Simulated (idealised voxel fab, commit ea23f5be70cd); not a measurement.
Process module in this document: voxel air gaps
We display cut, a cross-section 185 nm in width whose square cells are each 5 nm.
Think of the cross-section as a grid of square cells. We describe it in bands, top to bottom, and each band covers one or more rows of those cells. Band: top height; bottom height; in nm. Then, left to right: material with width in nm, for each material. "full width": a single material spanning edge to edge. "blank": empty space. Heights are expressed relative to 0, this being the level below which the as-received wafer comprises one material exclusively. The lowest band is unbounded in the downward direction and is denoted as in "z 0 and below". Quick explanation for "30 to 40": the width changes in equal steps down the rows of cells, from the first number in the band's top row to the second number in its bottom row. For the purposes of this document, the phrase "identical to before" attached to a step denotes that no cell within the cross-section was modified by that step. Each empty space that has no open way to the top and spans at least 8 cells appears under "Unvented voids" as width x height at distance, the distance counted from the left edge, all in nm. What comes after the settings on a step's line is commentary from the simulator itself on that step. "overlay nm" answers the question of how far to the right of plan the mask lay on a step that has a mask, and when it is negative the answer is to the left.

[Process steps foreseen in the plan]
| 1 | RECEIVE: material Si |
| 2 | CONFORMAL_DEP: material SiO2, thk nm 10 |
| 3 | CONFORMAL_DEP: material SiN, thk nm 5 |
| 4 | DIRECTIONAL_DEP: material lowk, thk nm 40 |
| 5 | PATTERN: tone open, mask id LINES, material resist, width nm 15, pitch nm 40, thk nm 15, overlay nm 0 |
| 6 | DIRECTIONAL_ETCH: etch materials lowk, depth nm 40 |
| 7 | STRIP: etch materials resist |
| 8 | CONFORMAL_DEP: material TiN, thk nm 5 |
| 9 | FILL_DEP: material Ru, thk nm 10 |
| 10 | CMP: height nm 55 |
| 11 | EPI: material Ru, thk nm 10 |
| 12 | SELECTIVE_ETCH: etch materials lowk, depth nm 50 |
| 13 | CONFORMAL_DEP: material SiCN, thk nm 5 |

[Account of the first of two wafers, which was processed as intended]

[Delivered wafer in cross-section: state after step 1]
z 0 and below  Si full width
Unvented voids: none

[Sectional view: wafer, after step 2]
z 10 to 0  SiO2 full width
At heights below 0, the structure remains unaltered.

[Sectional view: wafer, after step 3]
z 15 to 10  SiN full width
At heights below 10, the structure remains unaltered.

[Sectional view: wafer, after step 4]
z 55 to 15  lowk full width
At heights below 15, the structure remains unaltered.

[Sectional view: wafer, after step 5]
z 70 to 55  resist 45 nm | blank 15 nm | resist 25 nm | blank 15 nm | resist 25 nm | blank 15 nm | resist 45 nm
At heights below 55, the structure remains unaltered.

[Sectional view: wafer, after step 6]
z 70 to 55  resist 45 nm | blank 15 nm | resist 25 nm | blank 15 nm | resist 25 nm | blank 15 nm | resist 45 nm
z 55 to 15  lowk 45 nm | blank 15 nm | lowk 25 nm | blank 15 nm | lowk 25 nm | blank 15 nm | lowk 45 nm
At heights below 15, the structure remains unaltered.

[Sectional view: wafer, after step 7]
z 55 to 15  lowk 45 nm | blank 15 nm | lowk 25 nm | blank 15 nm | lowk 25 nm | blank 15 nm | lowk 45 nm
At heights below 15, the structure remains unaltered.

[Sectional view: wafer, after step 8]
z 60 to 55  TiN 50 nm | blank 5 nm | TiN 35 nm | blank 5 nm | TiN 35 nm | blank 5 nm | TiN 50 nm
z 55 to 20  lowk 45 nm | TiN 5 nm | blank 5 nm | TiN 5 nm | lowk 25 nm | TiN 5 nm | blank 5 nm | TiN 5 nm | lowk 25 nm | TiN 5 nm | blank 5 nm | TiN 5 nm | lowk 45 nm
z 20 to 15  lowk 45 nm | TiN 15 nm | lowk 25 nm | TiN 15 nm | lowk 25 nm | TiN 15 nm | lowk 45 nm
At heights below 15, the structure remains unaltered.

[Sectional view: wafer, after step 9]
z 70 to 60  Ru full width
z 60 to 55  TiN 50 nm | Ru 5 nm | TiN 35 nm | Ru 5 nm | TiN 35 nm | Ru 5 nm | TiN 50 nm
z 55 to 20  lowk 45 nm | TiN 5 nm | Ru 5 nm | TiN 5 nm | lowk 25 nm | TiN 5 nm | Ru 5 nm | TiN 5 nm | lowk 25 nm | TiN 5 nm | Ru 5 nm | TiN 5 nm | lowk 45 nm
At heights below 20, the structure remains unaltered.

[Sectional view: wafer, after step 10]
z 55 to 20  lowk 45 nm | TiN 5 nm | Ru 5 nm | TiN 5 nm | lowk 25 nm | TiN 5 nm | Ru 5 nm | TiN 5 nm | lowk 25 nm | TiN 5 nm | Ru 5 nm | TiN 5 nm | lowk 45 nm
At heights below 20, the structure remains unaltered.

[Sectional view: wafer, after step 11]
z 65 to 55  blank 35 nm | Ru 35 nm | blank 5 nm | Ru 35 nm | blank 5 nm | Ru 35 nm | blank 35 nm
At heights below 55, the structure remains unaltered.

[Sectional view: wafer, after step 12]
z 65 to 55  blank 35 nm | Ru 35 nm | blank 5 nm | Ru 35 nm | blank 5 nm | Ru 35 nm | blank 35 nm
z 55 to 20  blank 45 nm | TiN 5 nm | Ru 5 nm | TiN 5 nm | blank 25 nm | TiN 5 nm | Ru 5 nm | TiN 5 nm | blank 25 nm | TiN 5 nm | Ru 5 nm | TiN 5 nm | blank 45 nm
z 20 to 15  blank 45 nm | TiN 15 nm | blank 25 nm | TiN 15 nm | blank 25 nm | TiN 15 nm | blank 45 nm
At heights below 15, the structure remains unaltered.

[Sectional view: wafer, after step 13]
z 70 to 65  blank 30 nm | SiCN 125 nm | blank 30 nm
z 65 to 55  blank 30 nm | SiCN 5 nm | Ru 35 nm | SiCN 5 nm | Ru 35 nm | SiCN 5 nm | Ru 35 nm | SiCN 5 nm | blank 30 nm
z 55 to 50  blank 30 nm | SiCN 15 nm | TiN 5 nm | Ru 5 nm | TiN 5 nm | SiCN 25 nm | TiN 5 nm | Ru 5 nm | TiN 5 nm | SiCN 25 nm | TiN 5 nm | Ru 5 nm | TiN 5 nm | SiCN 15 nm | blank 30 nm
z 50 to 20  blank 40 nm | SiCN 5 nm | TiN 5 nm | Ru 5 nm | TiN 5 nm | SiCN 5 nm | blank 15 nm | SiCN 5 nm | TiN 5 nm | Ru 5 nm | TiN 5 nm | SiCN 5 nm | blank 15 nm | SiCN 5 nm | TiN 5 nm | Ru 5 nm | TiN 5 nm | SiCN 5 nm | blank 40 nm
z 20 to 15  SiCN 45 nm | TiN 15 nm | SiCN 25 nm | TiN 15 nm | SiCN 25 nm | TiN 15 nm | SiCN 45 nm
At heights below 15, the structure remains unaltered.
Unvented voids: 15 x 30 at 65; 15 x 30 at 105

[Wafer two of two - same starting point, same process plan, one mistake in execution; matches wafer one up to and including step 4]

[The second wafer cut through, at the time step 5 was supposed to be finished]
z 70 to 55  resist 40 nm | blank 25 nm | resist 15 nm | blank 25 nm | resist 15 nm | blank 25 nm | resist 40 nm
At heights below 55, the structure remains unaltered.

[The second wafer cut through, at the time step 6 was supposed to be finished]
z 70 to 55  resist 40 nm | blank 25 nm | resist 15 nm | blank 25 nm | resist 15 nm | blank 25 nm | resist 40 nm
z 55 to 15  lowk 40 nm | blank 25 nm | lowk 15 nm | blank 25 nm | lowk 15 nm | blank 25 nm | lowk 40 nm
At heights below 15, the structure remains unaltered.

[The second wafer cut through, at the time step 7 was supposed to be finished]
z 55 to 15  lowk 40 nm | blank 25 nm | lowk 15 nm | blank 25 nm | lowk 15 nm | blank 25 nm | lowk 40 nm
At heights below 15, the structure remains unaltered.

[The second wafer cut through, at the time step 8 was supposed to be finished]
z 60 to 55  TiN 45 nm | blank 15 nm | TiN 25 nm | blank 15 nm | TiN 25 nm | blank 15 nm | TiN 45 nm
z 55 to 20  lowk 40 nm | TiN 5 nm | blank 15 nm | TiN 5 nm | lowk 15 nm | TiN 5 nm | blank 15 nm | TiN 5 nm | lowk 15 nm | TiN 5 nm | blank 15 nm | TiN 5 nm | lowk 40 nm
z 20 to 15  lowk 40 nm | TiN 25 nm | lowk 15 nm | TiN 25 nm | lowk 15 nm | TiN 25 nm | lowk 40 nm
At heights below 15, the structure remains unaltered.

[The second wafer cut through, at the time step 9 was supposed to be finished]
z 70 to 60  Ru full width
z 60 to 55  TiN 45 nm | Ru 15 nm | TiN 25 nm | Ru 15 nm | TiN 25 nm | Ru 15 nm | TiN 45 nm
z 55 to 20  lowk 40 nm | TiN 5 nm | Ru 15 nm | TiN 5 nm | lowk 15 nm | TiN 5 nm | Ru 15 nm | TiN 5 nm | lowk 15 nm | TiN 5 nm | Ru 15 nm | TiN 5 nm | lowk 40 nm
At heights below 20, the structure remains unaltered.

[The second wafer cut through, at the time step 10 was supposed to be finished]
z 55 to 20  lowk 40 nm | TiN 5 nm | Ru 15 nm | TiN 5 nm | lowk 15 nm | TiN 5 nm | Ru 15 nm | TiN 5 nm | lowk 15 nm | TiN 5 nm | Ru 15 nm | TiN 5 nm | lowk 40 nm
At heights below 20, the structure remains unaltered.

[The second wafer cut through, at the time step 11 was supposed to be finished]
z 65 to 55  blank 30 nm | Ru 125 nm | blank 30 nm
At heights below 55, the structure remains unaltered.

[The second wafer cut through, at the time step 12 was supposed to be finished]
z 65 to 55  blank 30 nm | Ru 125 nm | blank 30 nm
z 55 to 20  blank 40 nm | TiN 5 nm | Ru 15 nm | TiN 5 nm | lowk 15 nm | TiN 5 nm | Ru 15 nm | TiN 5 nm | lowk 15 nm | TiN 5 nm | Ru 15 nm | TiN 5 nm | blank 40 nm
z 20 to 15  blank 40 nm | TiN 25 nm | lowk 15 nm | TiN 25 nm | lowk 15 nm | TiN 25 nm | blank 40 nm
At heights below 15, the structure remains unaltered.

[The second wafer cut through, at the time step 13 was supposed to be finished]
z 70 to 65  blank 25 nm | SiCN 135 nm | blank 25 nm
z 65 to 55  blank 25 nm | SiCN 5 nm | Ru 125 nm | SiCN 5 nm | blank 25 nm
z 55 to 50  blank 25 nm | SiCN 15 nm | TiN 5 nm | Ru 15 nm | TiN 5 nm | lowk 15 nm | TiN 5 nm | Ru 15 nm | TiN 5 nm | lowk 15 nm | TiN 5 nm | Ru 15 nm | TiN 5 nm | SiCN 15 nm | blank 25 nm
z 50 to 20  blank 35 nm | SiCN 5 nm | TiN 5 nm | Ru 15 nm | TiN 5 nm | lowk 15 nm | TiN 5 nm | Ru 15 nm | TiN 5 nm | lowk 15 nm | TiN 5 nm | Ru 15 nm | TiN 5 nm | SiCN 5 nm | blank 35 nm
z 20 to 15  SiCN 40 nm | TiN 25 nm | lowk 15 nm | TiN 25 nm | lowk 15 nm | TiN 25 nm | SiCN 40 nm
At heights below 15, the structure remains unaltered.
So what did we get wrong on this run? step 5 did not happen as planned, as run it was PATTERN: tone open, mask id LINES, material resist, width nm 25, pitch nm 40, thk nm 15, overlay nm 0
End check, counted in cells, second wafer has more or fewer of these materials than the first: Ru +50 | SiCN -48 | TiN +6 | lowk +48
Final count of closed voids per wafer: 2 in the first, 0 in the second.
